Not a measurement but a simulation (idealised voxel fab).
The document below concerns the process module designated voxel wiring stack.
Each square cell in cross-section cut measures 5 nm, and the section as a whole is 210 nm wide.
A cross-section is written here as square cells arranged in a grid, and it is given in bands from the top down, each band taking up one or more rows of cells. Band: top height; bottom height; in nm. Then, left to right: material with width in nm, for each material. "all across": a single material spanning edge to edge. "blank": empty space. Where do heights start? At 0: under that level the wafer as delivered is made of one material only. And the lowest band has no floor; it just carries on downward, as in "0 nm and below". With a width like "30->40", each row of cells in the band differs from the next by the same amount, the top row carrying the first number and the bottom row the second. It should be understood that the words "all unchanged", when stated for a given step, signify that the cross-section underwent no change in any of its cells during that step. "Sealed-off cavities" lists enclosed empty spaces (at least 8 cells, no open path upward to the top), each as width x height at distance from the left edge, in nm. Past the settings on a step's line: simulator remark, on that step. A step line may carry the setting "overlay nm", which, for steps involving a mask, states the distance by which the mask lay to the right of its intended position; negative values denote displacement to the left. Everything after this point is organized in pairs: a cross-section before one process step, a cross-section after it that shows only as deep as the lowest changed band, and, under the pair, the intervening step with its settings. Because different runs of this module on the same starting wafer can supply different pairs, a pair continues from the pair above it only if its entry headed "Pre-process state" says so.

[Pre-process state]
    0 nm and below | Si all across
    Sealed-off cavities: none

[Cross-Section After Step]
    10 nm to 0 nm | SiO2 all across
    Below 0 it's all the same as before, nothing changed down there.
    Sealed-off cavities: none
Which operation lies between the before and after views above? CONFORMAL_DEP | material SiO2 | thk nm 10

Pre-process state: The pre-step condition corresponds to the post-step cross-section depicted in the pair directly above.

[Cross-Section After Step]
    15 nm to 10 nm | TiN all across
    Below 10 it's all the same as before, nothing changed down there.
    Sealed-off cavities: none
Which operation lies between the before and after views above? DIRECTIONAL_DEP | material TiN | thk nm 5

Pre-process state: The pre-step condition corresponds to the post-step cross-section depicted in the pair directly above.

[Cross-Section After Step]
    40 nm to 15 nm | W all across
    Below 15 it's all the same as before, nothing changed down there.
    Sealed-off cavities: none
Which operation lies between the before and after views above? DIRECTIONAL_DEP | material W | thk nm 25

Pre-process state: The pre-step condition corresponds to the post-step cross-section depicted in the pair directly above.

[Cross-Section After Step]
    55 nm to 40 nm | blank 35, then resist 30, then blank 25, then resist 30, then blank 25, then resist 30, then blank 35
    Below 40 it's all the same as before, nothing changed down there.
    Sealed-off cavities: none
Which operation lies between the before and after views above? PATTERN | tone cover | mask id METAL_1 | material resist | width nm 30 | pitch nm 55 | thk nm 15 | overlay nm 0

Pre-process state: The pre-step condition corresponds to the post-step cross-section depicted in the pair directly above.

[Cross-Section After Step]
    55 nm to 40 nm | blank 35, then resist 30, then blank 25, then resist 30, then blank 25, then resist 30, then blank 35
    40 nm to 15 nm | blank 35, then W 30, then blank 25, then W 30, then blank 25, then W 30, then blank 35
    Below 15 it's all the same as before, nothing changed down there.
    Sealed-off cavities: none
Which operation lies between the before and after views above? DIRECTIONAL_ETCH | etch materials W | depth nm 25

Pre-process state: The pre-step condition corresponds to the post-step cross-section depicted in the pair directly above.

[Cross-Section After Step]
    55 nm to 40 nm | blank 35, then resist 30, then blank 25, then resist 30, then blank 25, then resist 30, then blank 35
    40 nm to 15 nm | blank 35, then W 30, then blank 25, then W 30, then blank 25, then W 30, then blank 35
    15 nm to 10 nm | blank 35, then TiN 30, then blank 25, then TiN 30, then blank 25, then TiN 30, then blank 35
    Below 10 it's all the same as before, nothing changed down there.
    Sealed-off cavities: none
Which operation lies between the before and after views above? DIRECTIONAL_ETCH | etch materials TiN | depth nm 5

Pre-process state: The pre-step condition corresponds to the post-step cross-section depicted in the pair directly above.

[Cross-Section After Step]
    40 nm to 15 nm | blank 35, then W 30, then blank 25, then W 30, then blank 25, then W 30, then blank 35
    Below 15 it's all the same as before, nothing changed down there.
    Sealed-off cavities: none
Which operation lies between the before and after views above? STRIP | etch materials resist

Pre-process state: The pre-step condition corresponds to the post-step cross-section depicted in the pair directly above.

[Cross-Section After Step]
    45 nm to 40 nm | lowk all across
    40 nm to 15 nm | lowk 35, then W 30, then lowk 25, then W 30, then lowk 25, then W 30, then lowk 35
    15 nm to 10 nm | lowk 35, then TiN 30, then lowk 25, then TiN 30, then lowk 25, then TiN 30, then lowk 35
    Below 10 it's all the same as before, nothing changed down there.
    Sealed-off cavities: none
Which operation lies between the before and after views above? FILL_DEP | material lowk | thk nm 5

Pre-process state: The pre-step condition corresponds to the post-step cross-section depicted in the pair directly above.

[Cross-Section After Step]
    40 nm to 15 nm | lowk 35, then W 30, then lowk 25, then W 30, then lowk 25, then W 30, then lowk 35
    Below 15 it's all the same as before, nothing changed down there.
    Sealed-off cavities: none
Which operation lies between the before and after views above? CMP | height nm 40

Pre-process state: The pre-step condition corresponds to the post-step cross-section depicted in the pair directly above.

[Cross-Section After Step]
    45 nm to 40 nm | SiCN all across
    Below 40 it's all the same as before, nothing changed down there.
    Sealed-off cavities: none
Which operation lies between the before and after views above? CONFORMAL_DEP | material SiCN | thk nm 5

Pre-process state: The pre-step condition corresponds to the post-step cross-section depicted in the pair directly above.

[Cross-Section After Step]
    55 nm to 45 nm | lowk all across
    Below 45 it's all the same as before, nothing changed down there.
    Sealed-off cavities: none
Which operation lies between the before and after views above? DIRECTIONAL_DEP | material lowk | thk nm 10

Pre-process state: The pre-step condition corresponds to the post-step cross-section depicted in the pair directly above.

[Cross-Section After Step]
    70 nm to 55 nm | aC all across
    Below 55 it's all the same as before, nothing changed down there.
    Sealed-off cavities: none
Which operation lies between the before and after views above? DIRECTIONAL_DEP | material aC | thk nm 15

Pre-process state: The pre-step condition corresponds to the post-step cross-section depicted in the pair directly above.

[Cross-Section After Step]
    100 nm to 70 nm | resist 35, then blank 15, then resist 40, then blank 15, then resist 40, then blank 15, then resist 50
    Below 70 it's all the same as before, nothing changed down there.
    Sealed-off cavities: none
Which operation lies between the before and after views above? PATTERN | tone open | mask id PLUG_1 | material resist | width nm 15 | pitch nm 55 | thk nm 30 | overlay nm 0

Pre-process state: The pre-step condition corresponds to the post-step cross-section depicted in the pair directly above.

[Cross-Section After Step]
    85 nm to 70 nm | resist 35, then blank 15, then resist 40, then blank 15, then resist 40, then blank 15, then resist 50
    70 nm to 55 nm | aC 35, then blank 15, then aC 40, then blank 15, then aC 40, then blank 15, then aC 50
    Below 55 it's all the same as before, nothing changed down there.
    Sealed-off cavities: none
Which operation lies between the before and after views above? DIRECTIONAL_ETCH | etch materials aC | depth nm 15

Pre-process state: The pre-step condition corresponds to the post-step cross-section depicted in the pair directly above.

[Cross-Section After Step]
    70 nm to 55 nm | aC 35, then blank 15, then aC 40, then blank 15, then aC 40, then blank 15, then aC 50
    Below 55 it's all the same as before, nothing changed down there.
    Sealed-off cavities: none
Which operation lies between the before and after views above? STRIP | etch materials resist

Pre-process state: The pre-step condition corresponds to the post-step cross-section depicted in the pair directly above.

[Cross-Section After Step]
    70 nm to 55 nm | aC 35, then blank 15, then aC 40, then blank 15, then aC 40, then blank 15, then aC 50
    55 nm to 45 nm | lowk 35, then blank 15, then lowk 40, then blank 15, then lowk 40, then blank 15, then lowk 50
    Below 45 it's all the same as before, nothing changed down there.
    Sealed-off cavities: none
Which operation lies between the before and after views above? DIRECTIONAL_ETCH | etch materials lowk | depth nm 10

Pre-process state: The pre-step condition corresponds to the post-step cross-section depicted in the pair directly above.

[Cross-Section After Step]
    70 nm to 55 nm | aC 35, then blank 15, then aC 40, then blank 15, then aC 40, then blank 15, then aC 50
    55 nm to 45 nm | lowk 35, then blank 15, then lowk 40, then blank 15, then lowk 40, then blank 15, then lowk 50
    45 nm to 40 nm | SiCN 35, then blank 15, then SiCN 40, then blank 15, then SiCN 40, then blank 15, then SiCN 50
    Below 40 it's all the same as before, nothing changed down there.
    Sealed-off cavities: none
Which operation lies between the before and after views above? DIRECTIONAL_ETCH | etch materials SiCN | depth nm 5

Pre-process state: The pre-step condition corresponds to the post-step cross-section depicted in the pair directly above.

[Cross-Section After Step]
    55 nm to 45 nm | lowk 35, then blank 15, then lowk 40, then blank 15, then lowk 40, then blank 15, then lowk 50
    Below 45 it's all the same as before, nothing changed down there.
    Sealed-off cavities: none
Which operation lies between the before and after views above? STRIP | etch materials aC

Pre-process state: The pre-step condition corresponds to the post-step cross-section depicted in the pair directly above.

[Cross-Section After Step]
    55 nm to 50 nm | lowk 35, then blank 15, then lowk 40, then blank 15, then lowk 40, then blank 15, then lowk 50
    50 nm to 45 nm | lowk 35, then Ru 15, then lowk 40, then Ru 15, then lowk 40, then Ru 15, then lowk 50
    45 nm to 40 nm | SiCN 35, then Ru 15, then SiCN 40, then Ru 15, then SiCN 40, then Ru 15, then SiCN 50
    Below 40 it's all the same as before, nothing changed down there.
    Sealed-off cavities: none
Which operation lies between the before and after views above? EPI | material Ru | thk nm 10

Pre-process state: The pre-step condition corresponds to the post-step cross-section depicted in the pair directly above.

[Cross-Section After Step]
    55 nm to 45 nm | lowk 35, then Ru 15, then lowk 40, then Ru 15, then lowk 40, then Ru 15, then lowk 50
    Below 45 it's all the same as before, nothing changed down there.
    Sealed-off cavities: none
Which operation lies between the before and after views above? EPI | material Ru | thk nm 5

Pre-process state: The pre-step condition corresponds to the post-step cross-section depicted in the pair directly above.

[Cross-Section After Step]
    60 nm to 55 nm | SiCN all across
    Below 55 it's all the same as before, nothing changed down there.
    Sealed-off cavities: none
Which operation lies between the before and after views above? CONFORMAL_DEP | material SiCN | thk nm 5

Pre-process state: The pre-step condition corresponds to the post-step cross-section depicted in the pair directly above.

[Cross-Section After Step]
    85 nm to 60 nm | SiO2 all across
    Below 60 it's all the same as before, nothing changed down there.
    Sealed-off cavities: none
Which operation lies between the before and after views above? DIRECTIONAL_DEP | material SiO2 | thk nm 25

Pre-process state: The pre-step condition corresponds to the post-step cross-section depicted in the pair directly above.

[Cross-Section After Step]
    95 nm to 85 nm | aC all across
    Below 85 it's all the same as before, nothing changed down there.
    Sealed-off cavities: none
Which operation lies between the before and after views above? DIRECTIONAL_DEP | material aC | thk nm 10

Pre-process state: The pre-step condition corresponds to the post-step cross-section depicted in the pair directly above.

[Cross-Section After Step]
    120 nm to 95 nm | resist 35, then blank 30, then resist 25, then blank 30, then resist 25, then blank 30, then resist 35
    Below 95 it's all the same as before, nothing changed down there.
    Sealed-off cavities: none
Which operation lies between the before and after views above? PATTERN | tone open | mask id METAL_2 | material resist | width nm 30 | pitch nm 55 | thk nm 25 | overlay nm 0

Pre-process state: The pre-step condition corresponds to the post-step cross-section depicted in the pair directly above.

[Cross-Section After Step]
    110 nm to 95 nm | resist 35, then blank 30, then resist 25, then blank 30, then resist 25, then blank 30, then resist 35
    95 nm to 85 nm | aC 35, then blank 30, then aC 25, then blank 30, then aC 25, then blank 30, then aC 35
    Below 85 it's all the same as before, nothing changed down there.
    Sealed-off cavities: none
Which operation lies between the before and after views above? DIRECTIONAL_ETCH | etch materials aC | depth nm 10

Pre-process state: The pre-step condition corresponds to the post-step cross-section depicted in the pair directly above.

[Cross-Section After Step]
    95 nm to 85 nm | aC 35, then blank 30, then aC 25, then blank 30, then aC 25, then blank 30, then aC 35
    Below 85 it's all the same as before, nothing changed down there.
    Sealed-off cavities: none
Which operation lies between the before and after views above? STRIP | etch materials resist

Pre-process state: The pre-step condition corresponds to the post-step cross-section depicted in the pair directly above.

[Cross-Section After Step]
    95 nm to 85 nm | aC 35, then blank 30, then aC 25, then blank 30, then aC 25, then blank 30, then aC 35
    85 nm to 60 nm | SiO2 35, then blank 30, then SiO2 25, then blank 30, then SiO2 25, then blank 30, then SiO2 35
    Below 60 it's all the same as before, nothing changed down there.
    Sealed-off cavities: none
Which operation lies between the before and after views above? DIRECTIONAL_ETCH | etch materials SiO2 | depth nm 25

Pre-process state: The pre-step condition corresponds to the post-step cross-section depicted in the pair directly above.

[Cross-Section After Step]
    95 nm to 85 nm | aC 35, then blank 30, then aC 25, then blank 30, then aC 25, then blank 30, then aC 35
    85 nm to 60 nm | SiO2 35, then blank 30, then SiO2 25, then blank 30, then SiO2 25, then blank 30, then SiO2 35
    60 nm to 55 nm | SiCN 35, then blank 30, then SiCN 25, then blank 30, then SiCN 25, then blank 30, then SiCN 35
    Below 55 it's all the same as before, nothing changed down there.
    Sealed-off cavities: none
Which operation lies between the before and after views above? DIRECTIONAL_ETCH | etch materials SiCN | depth nm 5

Pre-process state: The pre-step condition corresponds to the post-step cross-section depicted in the pair directly above.

[Cross-Section After Step]
    85 nm to 60 nm | SiO2 35, then blank 30, then SiO2 25, then blank 30, then SiO2 25, then blank 30, then SiO2 35
    Below 60 it's all the same as before, nothing changed down there.
    Sealed-off cavities: none
Which operation lies between the before and after views above? STRIP | etch materials aC

Pre-process state: The pre-step condition corresponds to the post-step cross-section depicted in the pair directly above.

[Cross-Section After Step]
    90 nm to 85 nm | TiN 40, then blank 20, then TiN 35, then blank 20, then TiN 35, then blank 20, then TiN 40
    85 nm to 60 nm | SiO2 35, then TiN 5, then blank 20, then TiN 5, then SiO2 25, then TiN 5, then blank 20, then TiN 5, then SiO2 25, then TiN 5, then blank 20, then TiN 5, then SiO2 35
    60 nm to 55 nm | SiCN 35, then TiN 30, then SiCN 25, then TiN 30, then SiCN 25, then TiN 30, then SiCN 35
    Below 55 it's all the same as before, nothing changed down there.
    Sealed-off cavities: none
Which operation lies between the before and after views above? CONFORMAL_DEP | material TiN | thk nm 5

Pre-process state: The pre-step condition corresponds to the post-step cross-section depicted in the pair directly above.

[Cross-Section After Step]
    95 nm to 90 nm | W all across
    90 nm to 85 nm | TiN 40, then W 20, then TiN 35, then W 20, then TiN 35, then W 20, then TiN 40
    85 nm to 60 nm | SiO2 35, then TiN 5, then W 20, then TiN 5, then SiO2 25, then TiN 5, then W 20, then TiN 5, then SiO2 25, then TiN 5, then W 20, then TiN 5, then SiO2 35
    Below 60 it's all the same as before, nothing changed down there.
    Sealed-off cavities: none
Which operation lies between the before and after views above? FILL_DEP | material W | thk nm 5

Pre-process state: The pre-step condition corresponds to the post-step cross-section depicted in the pair directly above.

[Cross-Section After Step]
    85 nm to 60 nm | SiO2 35, then TiN 5, then W 20, then TiN 5, then SiO2 25, then TiN 5, then W 20, then TiN 5, then SiO2 25, then TiN 5, then W 20, then TiN 5, then SiO2 35
    Below 60 it's all the same as before, nothing changed down there.
    Sealed-off cavities: none
Which operation lies between the before and after views above? CMP | height nm 85

Pre-process state: The pre-step condition corresponds to the post-step cross-section depicted in the pair directly above.

[Cross-Section After Step]
    90 nm to 85 nm | SiN all across
    Below 85 it's all the same as before, nothing changed down there.
    Sealed-off cavities: none
Which operation lies between the before and after views above? CONFORMAL_DEP | material SiN | thk nm 5

[Pre-process state]
    55 nm to 45 nm | lowk 35, then Ru 15, then lowk 40, then Ru 15, then lowk 40, then Ru 15, then lowk 50
    45 nm to 40 nm | SiCN 35, then Ru 15, then SiCN 40, then Ru 15, then SiCN 40, then Ru 15, then SiCN 50
    40 nm to 15 nm | lowk 35, then W 30, then lowk 25, then W 30, then lowk 25, then W 30, then lowk 35
    15 nm to 10 nm | lowk 35, then TiN 30, then lowk 25, then TiN 30, then lowk 25, then TiN 30, then lowk 35
    10 nm to 0 nm | SiO2 all across
    0 nm and below | Si all across
    Sealed-off cavities: none

[Cross-Section After Step]
    80 nm to 55 nm | SiO2 all across
    Below 55 it's all the same as before, nothing changed down there.
    Sealed-off cavities: none
Which operation lies between the before and after views above? DIRECTIONAL_DEP | material SiO2 | thk nm 25

Pre-process state: The pre-step condition corresponds to the post-step cross-section depicted in the pair directly above.

[Cross-Section After Step]
    90 nm to 80 nm | aC all across
    Below 80 it's all the same as before, nothing changed down there.
    Sealed-off cavities: none
Which operation lies between the before and after views above? DIRECTIONAL_DEP | material aC | thk nm 10

Pre-process state: The pre-step condition corresponds to the post-step cross-section depicted in the pair directly above.

[Cross-Section After Step]
    115 nm to 90 nm | resist 35, then blank 30, then resist 25, then blank 30, then resist 25, then blank 30, then resist 35
    Below 90 it's all the same as before, nothing changed down there.
    Sealed-off cavities: none
Which operation lies between the before and after views above? PATTERN | tone open | mask id METAL_2 | material resist | width nm 30 | pitch nm 55 | thk nm 25 | overlay nm 0

Pre-process state: The pre-step condition corresponds to the post-step cross-section depicted in the pair directly above.

[Cross-Section After Step]
    105 nm to 90 nm | resist 35, then blank 30, then resist 25, then blank 30, then resist 25, then blank 30, then resist 35
    90 nm to 80 nm | aC 35, then blank 30, then aC 25, then blank 30, then aC 25, then blank 30, then aC 35
    Below 80 it's all the same as before, nothing changed down there.
    Sealed-off cavities: none
Which operation lies between the before and after views above? DIRECTIONAL_ETCH | etch materials aC | depth nm 10

Pre-process state: The pre-step condition corresponds to the post-step cross-section depicted in the pair directly above.

[Cross-Section After Step]
    90 nm to 80 nm | aC 35, then blank 30, then aC 25, then blank 30, then aC 25, then blank 30, then aC 35
    Below 80 it's all the same as before, nothing changed down there.
    Sealed-off cavities: none
Which operation lies between the before and after views above? STRIP | etch materials resist

Pre-process state: The pre-step condition corresponds to the post-step cross-section depicted in the pair directly above.

[Cross-Section After Step]
    90 nm to 80 nm | aC 35, then blank 30, then aC 25, then blank 30, then aC 25, then blank 30, then aC 35
    80 nm to 55 nm | SiO2 35, then blank 30, then SiO2 25, then blank 30, then SiO2 25, then blank 30, then SiO2 35
    Below 55 it's all the same as before, nothing changed down there.
    Sealed-off cavities: none
Which operation lies between the before and after views above? DIRECTIONAL_ETCH | etch materials SiO2 | depth nm 25

Pre-process state: The pre-step condition corresponds to the post-step cross-section depicted in the pair directly above.

[Cross-Section After Step]
    80 nm to 55 nm | SiO2 35, then blank 30, then SiO2 25, then blank 30, then SiO2 25, then blank 30, then SiO2 35
    Below 55 it's all the same as before, nothing changed down there.
    Sealed-off cavities: none
Which operation lies between the before and after views above? STRIP | etch materials aC

Pre-process state: The pre-step condition corresponds to the post-step cross-section depicted in the pair directly above.

[Cross-Section After Step]
    85 nm to 80 nm | TiN 40, then blank 20, then TiN 35, then blank 20, then TiN 35, then blank 20, then TiN 40
    80 nm to 60 nm | SiO2 35, then TiN 5, then blank 20, then TiN 5, then SiO2 25, then TiN 5, then blank 20, then TiN 5, then SiO2 25, then TiN 5, then blank 20, then TiN 5, then SiO2 35
    60 nm to 55 nm | SiO2 35, then TiN 30, then SiO2 25, then TiN 30, then SiO2 25, then TiN 30, then SiO2 35
    Below 55 it's all the same as before, nothing changed down there.
    Sealed-off cavities: none
Which operation lies between the before and after views above? CONFORMAL_DEP | material TiN | thk nm 5

Pre-process state: The pre-step condition corresponds to the post-step cross-section depicted in the pair directly above.

[Cross-Section After Step]
    90 nm to 85 nm | W all across
    85 nm to 80 nm | TiN 40, then W 20, then TiN 35, then W 20, then TiN 35, then W 20, then TiN 40
    80 nm to 60 nm | SiO2 35, then TiN 5, then W 20, then TiN 5, then SiO2 25, then TiN 5, then W 20, then TiN 5, then SiO2 25, then TiN 5, then W 20, then TiN 5, then SiO2 35
    Below 60 it's all the same as before, nothing changed down there.
    Sealed-off cavities: none
Which operation lies between the before and after views above? FILL_DEP | material W | thk nm 5

Pre-process state: The pre-step condition corresponds to the post-step cross-section depicted in the pair directly above.

[Cross-Section After Step]
    85 nm to 80 nm | TiN 40, then W 20, then TiN 35, then W 20, then TiN 35, then W 20, then TiN 40
    Below 80 it's all the same as before, nothing changed down there.
    Sealed-off cavities: none
Which operation lies between the before and after views above? CMP | height nm 85

Pre-process state: The pre-step condition corresponds to the post-step cross-section depicted in the pair directly above.

[Cross-Section After Step]
    90 nm to 85 nm | SiN all across
    Below 85 it's all the same as before, nothing changed down there.
    Sealed-off cavities: none
Which operation lies between the before and after views above? CONFORMAL_DEP | material SiN | thk nm 5

[Pre-process state]
    55 nm to 50 nm | lowk 35, then blank 15, then lowk 40, then blank 15, then lowk 40, then blank 15, then lowk 50
    50 nm to 45 nm | lowk 35, then Ru 15, then lowk 40, then Ru 15, then lowk 40, then Ru 15, then lowk 50
    45 nm to 40 nm | SiCN 35, then Ru 15, then SiCN 40, then Ru 15, then SiCN 40, then Ru 15, then SiCN 50
    40 nm to 15 nm | lowk 35, then W 30, then lowk 25, then W 30, then lowk 25, then W 30, then lowk 35
    15 nm to 10 nm | lowk 35, then TiN 30, then lowk 25, then TiN 30, then lowk 25, then TiN 30, then lowk 35
    10 nm to 0 nm | SiO2 all across
    0 nm and below | Si all across
    Sealed-off cavities: none

[Cross-Section After Step]
    60 nm to 55 nm | blank 30, then Ru 25, then blank 30, then Ru 25, then blank 30, then Ru 25, then blank 45
    55 nm to 45 nm | lowk 35, then Ru 15, then lowk 40, then Ru 15, then lowk 40, then Ru 15, then lowk 50
    Below 45 it's all the same as before, nothing changed down there.
    Sealed-off cavities: none
Which operation lies between the before and after views above? EPI | material Ru | thk nm 10

Pre-process state: The pre-step condition corresponds to the post-step cross-section depicted in the pair directly above.

[Cross-Section After Step]
    65 nm to 55 nm | blank 25, then Ru 35, then blank 20, then Ru 35, then blank 20, then Ru 35, then blank 40
    Below 55 it's all the same as before, nothing changed down there.
    Sealed-off cavities: none
Which operation lies between the before and after views above? EPI | material Ru | thk nm 5

Pre-process state: The pre-step condition corresponds to the post-step cross-section depicted in the pair directly above.

[Cross-Section After Step]
    70 nm to 65 nm | blank 20, then SiCN 45, then blank 10, then SiCN 45, then blank 10, then SiCN 45, then blank 35
    65 nm to 60 nm | blank 20, then SiCN 5, then Ru 35, then SiCN 5, then blank 10, then SiCN 5, then Ru 35, then SiCN 5, then blank 10, then SiCN 5, then Ru 35, then SiCN 5, then blank 35
    60 nm to 55 nm | SiCN 25, then Ru 35, then SiCN 20, then Ru 35, then SiCN 20, then Ru 35, then SiCN 40
    Below 55 it's all the same as before, nothing changed down there.
    Sealed-off cavities: none
Which operation lies between the before and after views above? CONFORMAL_DEP | material SiCN | thk nm 5

Pre-process state: The pre-step condition corresponds to the post-step cross-section depicted in the pair directly above.

[Cross-Section After Step]
    95 nm to 85 nm | blank 20, then SiO2 45, then blank 10, then SiO2 45, then blank 10, then SiO2 45, then blank 35
    85 nm to 70 nm | SiO2 all across
    70 nm to 65 nm | SiO2 20, then SiCN 45, then SiO2 10, then SiCN 45, then SiO2 10, then SiCN 45, then SiO2 35
    65 nm to 60 nm | SiO2 20, then SiCN 5, then Ru 35, then SiCN 5, then SiO2 10, then SiCN 5, then Ru 35, then SiCN 5, then SiO2 10, then SiCN 5, then Ru 35, then SiCN 5, then SiO2 35
    Below 60 it's all the same as before, nothing changed down there.
    Sealed-off cavities: none
Which operation lies between the before and after views above? DIRECTIONAL_DEP | material SiO2 | thk nm 25

Pre-process state: The pre-step condition corresponds to the post-step cross-section depicted in the pair directly above.

[Cross-Section After Step]
    105 nm to 95 nm | blank 20, then aC 45, then blank 10, then aC 45, then blank 10, then aC 45, then blank 35
    95 nm to 85 nm | aC 20, then SiO2 45, then aC 10, then SiO2 45, then aC 10, then SiO2 45, then aC 35
    Below 85 it's all the same as before, nothing changed down there.
    Sealed-off cavities: none
Which operation lies between the before and after views above? DIRECTIONAL_DEP | material aC | thk nm 10

Pre-process state: The pre-step condition corresponds to the post-step cross-section depicted in the pair directly above.

[Cross-Section After Step]
    130 nm to 105 nm | resist 35, then blank 30, then resist 25, then blank 30, then resist 25, then blank 30, then resist 35
    105 nm to 95 nm | resist 20, then aC 45, then resist 10, then aC 45, then resist 10, then aC 45, then resist 35
    Below 95 it's all the same as before, nothing changed down there.
    Sealed-off cavities: none
Which operation lies between the before and after views above? PATTERN | tone open | mask id METAL_2 | material resist | width nm 30 | pitch nm 55 | thk nm 25 | overlay nm 0

Pre-process state: The pre-step condition corresponds to the post-step cross-section depicted in the pair directly above.

[Cross-Section After Step]
    120 nm to 105 nm | resist 35, then blank 30, then resist 25, then blank 30, then resist 25, then blank 30, then resist 35
    105 nm to 95 nm | resist 20, then aC 15, then blank 30, then resist 10, then aC 15, then blank 30, then resist 10, then aC 15, then blank 30, then resist 35
    Below 95 it's all the same as before, nothing changed down there.
    Sealed-off cavities: none
Which operation lies between the before and after views above? DIRECTIONAL_ETCH | etch materials aC | depth nm 10

Pre-process state: The pre-step condition corresponds to the post-step cross-section depicted in the pair directly above.

[Cross-Section After Step]
    105 nm to 95 nm | blank 20, then aC 15, then blank 40, then aC 15, then blank 40, then aC 15, then blank 65
    Below 95 it's all the same as before, nothing changed down there.
    Sealed-off cavities: none
Which operation lies between the before and after views above? STRIP | etch materials resist

Pre-process state: The pre-step condition corresponds to the post-step cross-section depicted in the pair directly above.

[Cross-Section After Step]
    105 nm to 95 nm | blank 20, then aC 15, then blank 40, then aC 15, then blank 40, then aC 15, then blank 65
    95 nm to 85 nm | aC 20, then SiO2 15, then blank 30, then aC 10, then SiO2 15, then blank 30, then aC 10, then SiO2 15, then blank 30, then aC 35
    85 nm to 70 nm | SiO2 35, then blank 30, then SiO2 25, then blank 30, then SiO2 25, then blank 30, then SiO2 35
    Below 70 it's all the same as before, nothing changed down there.
    Sealed-off cavities: none
Which operation lies between the before and after views above? DIRECTIONAL_ETCH | etch materials SiO2 | depth nm 25

Pre-process state: The pre-step condition corresponds to the post-step cross-section depicted in the pair directly above.

[Cross-Section After Step]
    105 nm to 95 nm | blank 20, then aC 15, then blank 40, then aC 15, then blank 40, then aC 15, then blank 65
    95 nm to 85 nm | aC 20, then SiO2 15, then blank 30, then aC 10, then SiO2 15, then blank 30, then aC 10, then SiO2 15, then blank 30, then aC 35
    85 nm to 70 nm | SiO2 35, then blank 30, then SiO2 25, then blank 30, then SiO2 25, then blank 30, then SiO2 35
    70 nm to 65 nm | SiO2 20, then SiCN 15, then blank 30, then SiO2 10, then SiCN 15, then blank 30, then SiO2 10, then SiCN 15, then blank 30, then SiO2 35
    Below 65 it's all the same as before, nothing changed down there.
    Sealed-off cavities: none
Which operation lies between the before and after views above? DIRECTIONAL_ETCH | etch materials SiCN | depth nm 5

Pre-process state: The pre-step condition corresponds to the post-step cross-section depicted in the pair directly above.

[Cross-Section After Step]
    95 nm to 85 nm | blank 20, then SiO2 15, then blank 40, then SiO2 15, then blank 40, then SiO2 15, then blank 65
    Below 85 it's all the same as before, nothing changed down there.
    Sealed-off cavities: none
Which operation lies between the before and after views above? STRIP | etch materials aC

Pre-process state: The pre-step condition corresponds to the post-step cross-section depicted in the pair directly above.

[Cross-Section After Step]
    100 nm to 95 nm | blank 15, then TiN 25, then blank 30, then TiN 25, then blank 30, then TiN 25, then blank 60
    95 nm to 90 nm | blank 15, then TiN 5, then SiO2 15, then TiN 5, then blank 30, then TiN 5, then SiO2 15, then TiN 5, then blank 30, then TiN 5, then SiO2 15, then TiN 5, then blank 60
    90 nm to 85 nm | TiN 20, then SiO2 15, then TiN 5, then blank 20, then TiN 15, then SiO2 15, then TiN 5, then blank 20, then TiN 15, then SiO2 15, then TiN 5, then blank 20, then TiN 40
    85 nm to 70 nm | SiO2 35, then TiN 5, then blank 20, then TiN 5, then SiO2 25, then TiN 5, then blank 20, then TiN 5, then SiO2 25, then TiN 5, then blank 20, then TiN 5, then SiO2 35
    70 nm to 65 nm | SiO2 20, then SiCN 15, then TiN 30, then SiO2 10, then SiCN 15, then TiN 30, then SiO2 10, then SiCN 15, then TiN 30, then SiO2 35
    Below 65 it's all the same as before, nothing changed down there.
    Sealed-off cavities: none
Which operation lies between the before and after views above? CONFORMAL_DEP | material TiN | thk nm 5

Pre-process state: The pre-step condition corresponds to the post-step cross-section depicted in the pair directly above.

[Cross-Section After Step]
    105 nm to 100 nm | W all across
    100 nm to 95 nm | W 15, then TiN 25, then W 30, then TiN 25, then W 30, then TiN 25, then W 60
    95 nm to 90 nm | W 15, then TiN 5, then SiO2 15, then TiN 5, then W 30, then TiN 5, then SiO2 15, then TiN 5, then W 30, then TiN 5, then SiO2 15, then TiN 5, then W 60
    90 nm to 85 nm | TiN 20, then SiO2 15, then TiN 5, then W 20, then TiN 15, then SiO2 15, then TiN 5, then W 20, then TiN 15, then SiO2 15, then TiN 5, then W 20, then TiN 40
    85 nm to 70 nm | SiO2 35, then TiN 5, then W 20, then TiN 5, then SiO2 25, then TiN 5, then W 20, then TiN 5, then SiO2 25, then TiN 5, then W 20, then TiN 5, then SiO2 35
    Below 70 it's all the same as before, nothing changed down there.
    Sealed-off cavities: none
Which operation lies between the before and after views above? FILL_DEP | material W | thk nm 5

Pre-process state: The pre-step condition corresponds to the post-step cross-section depicted in the pair directly above.

[Cross-Section After Step]
    85 nm to 70 nm | SiO2 35, then TiN 5, then W 20, then TiN 5, then SiO2 25, then TiN 5, then W 20, then TiN 5, then SiO2 25, then TiN 5, then W 20, then TiN 5, then SiO2 35
    Below 70 it's all the same as before, nothing changed down there.
    Sealed-off cavities: none
Which operation lies between the before and after views above? CMP | height nm 85

Pre-process state: The pre-step condition corresponds to the post-step cross-section depicted in the pair directly above.

[Cross-Section After Step]
    90 nm to 85 nm | SiN all across
    Below 85 it's all the same as before, nothing changed down there.
    Sealed-off cavities: none
Which operation lies between the before and after views above? CONFORMAL_DEP | material SiN | thk nm 5

[Pre-process state]
    0 nm and below | Si all across
    Sealed-off cavities: none

[Cross-Section After Step]
    5 nm to 0 nm | TiN all across
    Below 0 it's all the same as before, nothing changed down there.
    Sealed-off cavities: none
Which operation lies between the before and after views above? DIRECTIONAL_DEP | material TiN | thk nm 5

Pre-process state: The pre-step condition corresponds to the post-step cross-section depicted in the pair directly above.

[Cross-Section After Step]
    15 nm to 5 nm | SiO2 all across
    Below 5 it's all the same as before, nothing changed down there.
    Sealed-off cavities: none
Which operation lies between the before and after views above? CONFORMAL_DEP | material SiO2 | thk nm 10

Pre-process state: The pre-step condition corresponds to the post-step cross-section depicted in the pair directly above.

[Cross-Section After Step]
    40 nm to 15 nm | W all across
    Below 15 it's all the same as before, nothing changed down there.
    Sealed-off cavities: none
Which operation lies between the before and after views above? DIRECTIONAL_DEP | material W | thk nm 25

Pre-process state: The pre-step condition corresponds to the post-step cross-section depicted in the pair directly above.

[Cross-Section After Step]
    55 nm to 40 nm | blank 35, then resist 30, then blank 25, then resist 30, then blank 25, then resist 30, then blank 35
    Below 40 it's all the same as before, nothing changed down there.
    Sealed-off cavities: none
Which operation lies between the before and after views above? PATTERN | tone cover | mask id METAL_1 | material resist | width nm 30 | pitch nm 55 | thk nm 15 | overlay nm 0
